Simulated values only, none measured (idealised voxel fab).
Herein follows the process module entitled voxel self aligned contacts.
The figure presents cross-section cut, which has a width of 210 nm and is divided into square cells with an edge length of 5 nm.
A cross-section is a grid of square cells, given in bands from the top down. A band is one or more rows of cells. Top, bottom (nm), then materials left to right with widths (nm); lone material tagged "full width" fills the whole band edge to edge; "air" = empty space. Heights from 0 (as-received wafer is one material below). Bottom band endless downward, as "top 0, no bottom". Width: "30 to 40" (first number = top row, second number = bottom row, same change from row to row of cells). Reading "nothing got changed" for a step: not a cell of the cross-section changed in it. Closed cavity list: empty space of 8 cells or more with no open way to the top, each as width x height at its distance from the left edge, in nm. Anything after a step's settings on that line? It's the simulator's own note about the step. Steps that use a mask can have "overlay nm" on their line. It says how far the mask sat to the right of where it was meant to be. Negative means to the left.

[Planned process steps]
| 1 | RECEIVE, material Si |
| 2 | CONFORMAL_DEP, material SiO2, thk nm 5 |
| 3 | DIRECTIONAL_DEP, material polySi, thk nm 30 |
| 4 | DIRECTIONAL_DEP, material SiN, thk nm 20 |
| 5 | PATTERN, tone cover, mask id GATE, material resist, width nm 30, pitch nm 55, thk nm 15, overlay nm 0 |
| 6 | DIRECTIONAL_ETCH, etch materials SiN, depth nm 20 |
| 7 | DIRECTIONAL_ETCH, etch materials polySi, depth nm 30 |
| 8 | STRIP, etch materials resist |
| 9 | CONFORMAL_DEP, material SiN, thk nm 5 |
| 10 | DIRECTIONAL_ETCH, etch materials SiN, depth nm 5 |
| 11 | FILL_DEP, material SiO2, thk nm 15 |
| 12 | CMP, height nm 60 |
| 13 | MASKED_ETCH, tone open, mask id CONTACT, width nm 35, pitch nm 55, etch materials SiO2, depth nm 60, overlay nm 0 |
| 14 | CONFORMAL_DEP, material TiN, thk nm 5 |
| 15 | FILL_DEP, material W, thk nm 5 |
| 16 | CMP, height nm 60 |
| 17 | CONFORMAL_DEP, material SiCN, thk nm 5 |

[As-received state of the wafer in cross-section, equivalent to post-step 1]
top 0, no bottom: Si full width
Closed cavity list: none

[Cross-section: first of two wafers, module finished, run according to plan]
top 65, bottom 60: SiCN full width
top 60, bottom 55: 60 nm SiO2  15 nm TiN  5 nm W  15 nm TiN  20 nm SiO2  15 nm TiN  5 nm W  15 nm TiN  60 nm SiO2
top 55, bottom 35: 30 nm SiO2  40 nm SiN  5 nm TiN  5 nm W  5 nm TiN  40 nm SiN  5 nm TiN  5 nm W  5 nm TiN  40 nm SiN  30 nm SiO2
top 35, bottom 5: 30 nm SiO2  5 nm SiN  30 nm polySi  5 nm SiN  5 nm TiN  5 nm W  5 nm TiN  5 nm SiN  30 nm polySi  5 nm SiN  5 nm TiN  5 nm W  5 nm TiN  5 nm SiN  30 nm polySi  5 nm SiN  30 nm SiO2
top 5, bottom 0: 70 nm SiO2  15 nm TiN  40 nm SiO2  15 nm TiN  70 nm SiO2
top 0, no bottom: Si full width
Closed cavity list: none

[What the second wafer looks like in cross-section once the module is done. Its start and its plan matched the first wafer's exactly; what differed was one mistake in how it was run]
top 65, bottom 60: SiCN full width
top 60, bottom 55: 60 nm SiO2  15 nm TiN  5 nm W  15 nm TiN  20 nm SiO2  15 nm TiN  5 nm W  15 nm TiN  60 nm SiO2
top 55, bottom 30: 30 nm SiO2  5 nm SiN  30 nm polySi  5 nm SiN  5 nm TiN  5 nm W  5 nm TiN  5 nm SiN  30 nm polySi  5 nm SiN  5 nm TiN  5 nm W  5 nm TiN  5 nm SiN  30 nm polySi  5 nm SiN  30 nm SiO2
top 30, bottom 25: 30 nm SiO2  5 nm SiN  30 nm polySi  5 nm SiN  15 nm TiN  5 nm SiN  30 nm polySi  5 nm SiN  15 nm TiN  5 nm SiN  30 nm polySi  5 nm SiN  30 nm SiO2
top 25, bottom 5: SiN full width
top 5, bottom 0: SiO2 full width
top 0, no bottom: Si full width
Closed cavity list: none
In executing the process, a mistake was made relative to the plan: deviation from plan: step 4 and step 3 executed in one another's positions
Heads up, by the end the second wafer has more or fewer cells of some materials compared to the first: SiN +72; SiO2 -42; TiN -20; W -10
